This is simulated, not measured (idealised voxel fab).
Process module in this document: voxel ribs on slabs
235 nm wide, 5 nm square cells: that's cross-section cut.
Each cross-section below is a grid of square cells, stated as bands in top-down order, with one or more rows of cells making up each band.
Within each band entry, the heights of the top and of the bottom of the band appear first, in that order and in nm; the materials of the band then follow from left to right, each with its corresponding width in nm. The designation "all across" on a single material indicates that it fills the band from edge to edge; the designation "air" indicates empty space.
Heights from 0 (as-received wafer is one material below). Bottom band endless downward, as "0 down".
Top row gets the first number, bottom row gets the second, and each row in between changes by the same step: that is how a band width like "30..40" works.
It should be understood that the words "nothing altered", when stated for a given step, signify that the cross-section underwent no change in any of its cells during that step.
Closed empty spaces (no open way to the top) of 8 cells or more are what "Enclosed void inventory" lists, each as width x height at distance from the left edge, nm for all three.
On a step's line, text after the settings is the simulator commenting on that step.
overlay nm: on a step with a mask, how far right of its planned place the mask lay; negative means left.
Here's what the planned process steps look like
1) op RECEIVE | material Si
2) op DIRECTIONAL_DEP | material SiO2 | thk nm 30
3) op DIRECTIONAL_DEP | material polySi | thk nm 15
4) op MASKED_ETCH | tone cover | mask id RIB | width nm 30 | etch materials polySi | depth nm 10 | overlay nm 0
5) op PATTERN | tone cover | mask id SLAB | material resist | width nm 90 | thk nm 15 | overlay nm 0
6) op DIRECTIONAL_ETCH | etch materials polySi | depth nm 5
7) op STRIP | etch materials resist
8) op FILL_DEP | material SiO2 | thk nm 15
9) op CMP | height nm 55
10) op DIRECTIONAL_DEP | material TiN | thk nm 5
11) op DIRECTIONAL_DEP | material aC | thk nm 10
12) op PATTERN | tone cover | mask id HEATER | material resist | width nm 40 | thk nm 25 | overlay nm 0
13) op DIRECTIONAL_ETCH | etch materials aC | depth nm 10
14) op STRIP | etch materials resist
15) op DIRECTIONAL_ETCH | etch materials TiN | depth nm 5
16) op STRIP | etch materials aC
17) op CONFORMAL_DEP | material SiN | thk nm 10
Of two wafers, the first: run according to plan
Incoming wafer in cross-section (state: after step 1)
> 0 down: Si all across
> Enclosed void inventory: none
Step 2 done - wafer cross-section
> 30 to 0: SiO2 all across
> Everything below 0 is unchanged.
Step 3 done - wafer cross-section
> 45 to 30: polySi all across
> Everything below 30 is unchanged.
Step 4 done - wafer cross-section
> 45 to 35: air 100 / polySi 30 / air 105
> Everything below 35 is unchanged.
Step 5 done - wafer cross-section
> 60 to 45: air 70 / resist 90 / air 75
> 45 to 35: air 70 / resist 30 / polySi 30 / resist 30 / air 75
> Everything below 35 is unchanged.
Step 6 done - wafer cross-section
> 60 to 45: air 70 / resist 90 / air 75
> 45 to 35: air 70 / resist 30 / polySi 30 / resist 30 / air 75
> 35 to 30: air 70 / polySi 90 / air 75
> Everything below 30 is unchanged.
Step 7 done - wafer cross-section
> 45 to 35: air 100 / polySi 30 / air 105
> Everything below 35 is unchanged.
Step 8 done - wafer cross-section
> 60 to 45: SiO2 all across
> 45 to 35: SiO2 100 / polySi 30 / SiO2 105
> 35 to 30: SiO2 70 / polySi 90 / SiO2 75
> Everything below 30 is unchanged.
Step 9 done - wafer cross-section
> 55 to 45: SiO2 all across
> Everything below 45 is unchanged.
Step 10 done - wafer cross-section
> 60 to 55: TiN all across
> Everything below 55 is unchanged.
Step 11 done - wafer cross-section
> 70 to 60: aC all across
> Everything below 60 is unchanged.
Step 12 done - wafer cross-section
> 95 to 70: air 95 / resist 40 / air 100
> Everything below 70 is unchanged.
Step 13 done - wafer cross-section
> 85 to 70: air 95 / resist 40 / air 100
> 70 to 60: air 95 / aC 40 / air 100
> Everything below 60 is unchanged.
Step 14 done - wafer cross-section
> 70 to 60: air 95 / aC 40 / air 100
> Everything below 60 is unchanged.
Step 15 done - wafer cross-section
> 70 to 60: air 95 / aC 40 / air 100
> 60 to 55: air 95 / TiN 40 / air 100
> Everything below 55 is unchanged.
Step 16 done - wafer cross-section
> 60 to 55: air 95 / TiN 40 / air 100
> Everything below 55 is unchanged.
Step 17 done - wafer cross-section
> 70 to 65: air 85 / SiN 60 / air 90
> 65 to 60: SiN all across
> 60 to 55: SiN 95 / TiN 40 / SiN 100
> Everything below 55 is unchanged.
Wafer two. Identical start, identical plan. One mistake in execution. Identical history through step 10
X-section, second wafer, when step 11 was due to finish
> 70 to 55: TiN all across
> Everything below 55 is unchanged.
X-section, second wafer, when step 12 was due to finish
> 95 to 70: air 95 / resist 40 / air 100
> Everything below 70 is unchanged.
X-section, second wafer, when step 13 was due to finish
> 85 to 70: air 95 / resist 40 / air 100
> Everything below 70 is unchanged.
X-section, second wafer, when step 14 was due to finish
> 70 to 55: TiN all across
> Everything below 55 is unchanged.
X-section, second wafer, when step 15 was due to finish
> 65 to 55: TiN all across
> Everything below 55 is unchanged.
X-section, second wafer, when step 16 was due to finish: nothing altered
X-section, second wafer, when step 17 was due to finish
> 75 to 65: SiN all across
> Everything below 65 is unchanged.
Plan not followed: step 11, actual vs plan mismatch, actual run op DIRECTIONAL_DEP | material TiN | thk nm 10
Final tally in cells, some materials are higher or lower on the second wafer than on the first: 4 fewer of SiN, 86 more of TiN
